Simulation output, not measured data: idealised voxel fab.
process module | voxel wiring stack
cross-section cut | 285 nm wide | cells 5 nm
A cross-section is a grid of square cells, given in bands from the top down. A band is one or more rows of cells.
Each band's line starts with the height of the band's top and of its bottom, in nm. Then come its materials from left to right, each with its width in nm. One material with "throughout" fills the band from edge to edge. "air" is empty space.
Height 0 is the level under which the wafer as received is all one material. The lowest band goes on downwards, as in "0 down".
A width such as "30 to 40" changes by the same amount from each row of cells to the next, from the band's top row to its bottom row.
"no change" after a step means that no cell of the cross-section changed.
closed voids: empty space of 8 cells or more with no open way to the top, each as width x height at its distance from the left edge, in nm
after a step's settings: what the simulator itself notes on the step
overlay nm, on a step with a mask: how far to the right of its planned place the mask lay; to the left if negative
plan
1 op RECEIVE | material Si
2 op CONFORMAL_DEP | material SiO2 | thk nm 15
3 op DIRECTIONAL_DEP | material TiN | thk nm 5
4 op DIRECTIONAL_DEP | material Ru | thk nm 15
5 op MASKED_ETCH | tone cover | mask id METAL_1 | width nm 20 | pitch nm 40 | etch materials Ru | depth nm 15 | overlay nm 0
6 op MASKED_ETCH | tone cover | mask id METAL_1 | width nm 15 | pitch nm 40 | etch materials TiN | depth nm 5 | overlay nm 0
7 op CONFORMAL_DEP | material SiN | thk nm 5
8 op FILL_DEP | material SiO2 | thk nm 5
9 op CMP | height nm 35
10 op CONFORMAL_DEP | material SiCN | thk nm 5
11 op DIRECTIONAL_DEP | material SiO2 | thk nm 30
12 op MASKED_ETCH | tone open | mask id METAL_2 | width nm 20 | pitch nm 40 | etch materials SiO2 | depth nm 20 | overlay nm 0
13 op MASKED_ETCH | tone open | mask id METAL_2_HOLES | width nm 15 | pitch nm 40 | etch materials SiO2 | depth nm 10 | overlay nm 0
14 op MASKED_ETCH | tone open | mask id METAL_2_HOLES | width nm 15 | pitch nm 40 | etch materials SiCN | depth nm 5 | overlay nm 0
15 op CONFORMAL_DEP | material TiN | thk nm 5
16 op FILL_DEP | material Ru | thk nm 10
17 op CMP | height nm 70
18 op CONFORMAL_DEP | material SiCN | thk nm 5
varied across the wafers: width nm of step 6. The plan shows the first wafer's value. All wafers start alike
first wafer as received, after step 1
  0 down: Si throughout
  closed voids: none
first wafer at the end, after step 18
  75 to 70: SiCN throughout
  70 to 55: SiO2 70 | TiN 5 | Ru 10 | TiN 5 | SiO2 20 | TiN 5 | Ru 10 | TiN 5 | SiO2 20 | TiN 5 | Ru 10 | TiN 5 | SiO2 20 | TiN 5 | Ru 10 | TiN 5 | SiO2 75
  55 to 50: SiO2 70 | TiN 5 | Ru 5 | TiN 10 | SiO2 20 | TiN 5 | Ru 5 | TiN 10 | SiO2 20 | TiN 5 | Ru 5 | TiN 10 | SiO2 20 | TiN 5 | Ru 5 | TiN 10 | SiO2 75
  50 to 40: SiO2 70 | TiN 5 | Ru 5 | TiN 5 | SiO2 25 | TiN 5 | Ru 5 | TiN 5 | SiO2 25 | TiN 5 | Ru 5 | TiN 5 | SiO2 25 | TiN 5 | Ru 5 | TiN 5 | SiO2 80
  40 to 35: SiCN 70 | TiN 15 | SiCN 25 | TiN 15 | SiCN 25 | TiN 15 | SiCN 25 | TiN 15 | SiCN 80
  35 to 20: SiO2 65 | SiN 5 | Ru 20 | SiN 5 | SiO2 10 | SiN 5 | Ru 20 | SiN 5 | SiO2 10 | SiN 5 | Ru 20 | SiN 5 | SiO2 10 | SiN 5 | Ru 20 | SiN 5 | SiO2 70
  20 to 15: SiN 70 | TiN 20 | SiN 20 | TiN 20 | SiN 20 | TiN 20 | SiN 20 | TiN 20 | SiN 75
  15 to 0: SiO2 throughout
  0 down: Si throughout
  closed voids: none
last wafer at the end
  75 to 70: SiCN throughout
  70 to 55: SiO2 70 | TiN 5 | Ru 10 | TiN 5 | SiO2 20 | TiN 5 | Ru 10 | TiN 5 | SiO2 20 | TiN 5 | Ru 10 | TiN 5 | SiO2 20 | TiN 5 | Ru 10 | TiN 5 | SiO2 75
  55 to 50: SiO2 70 | TiN 5 | Ru 5 | TiN 10 | SiO2 20 | TiN 5 | Ru 5 | TiN 10 | SiO2 20 | TiN 5 | Ru 5 | TiN 10 | SiO2 20 | TiN 5 | Ru 5 | TiN 10 | SiO2 75
  50 to 40: SiO2 70 | TiN 5 | Ru 5 | TiN 5 | SiO2 25 | TiN 5 | Ru 5 | TiN 5 | SiO2 25 | TiN 5 | Ru 5 | TiN 5 | SiO2 25 | TiN 5 | Ru 5 | TiN 5 | SiO2 80
  40 to 35: SiCN 70 | TiN 15 | SiCN 25 | TiN 15 | SiCN 25 | TiN 15 | SiCN 25 | TiN 15 | SiCN 80
  35 to 25: SiO2 65 | SiN 5 | Ru 20 | SiN 5 | SiO2 10 | SiN 5 | Ru 20 | SiN 5 | SiO2 10 | SiN 5 | Ru 20 | SiN 5 | SiO2 10 | SiN 5 | Ru 20 | SiN 5 | SiO2 70
  25 to 20: SiO2 65 | SiN 5 | Ru 20 | SiN 10 | SiO2 5 | SiN 5 | Ru 20 | SiN 10 | SiO2 5 | SiN 5 | Ru 20 | SiN 10 | SiO2 5 | SiN 5 | Ru 20 | SiN 10 | SiO2 65
  20 to 15: SiN 70 | TiN 25 | SiN 15 | TiN 25 | SiN 15 | TiN 25 | SiN 15 | TiN 25 | SiN 70
  15 to 0: SiO2 throughout
  0 down: Si throughout
  closed voids: none
each wafer at the end: cells of each material gained (+) or lost (-) since it was received, then its closed voids
width nm 15 | +84 Ru | +102 SiCN | +65 SiN | +524 SiO2 | +80 TiN | closed voids: none
width nm 20 | +84 Ru | +102 SiCN | +65 SiN | +524 SiO2 | +80 TiN | closed voids: none
width nm 25 | +84 Ru | +102 SiCN | +65 SiN | +520 SiO2 | +84 TiN | closed voids: none
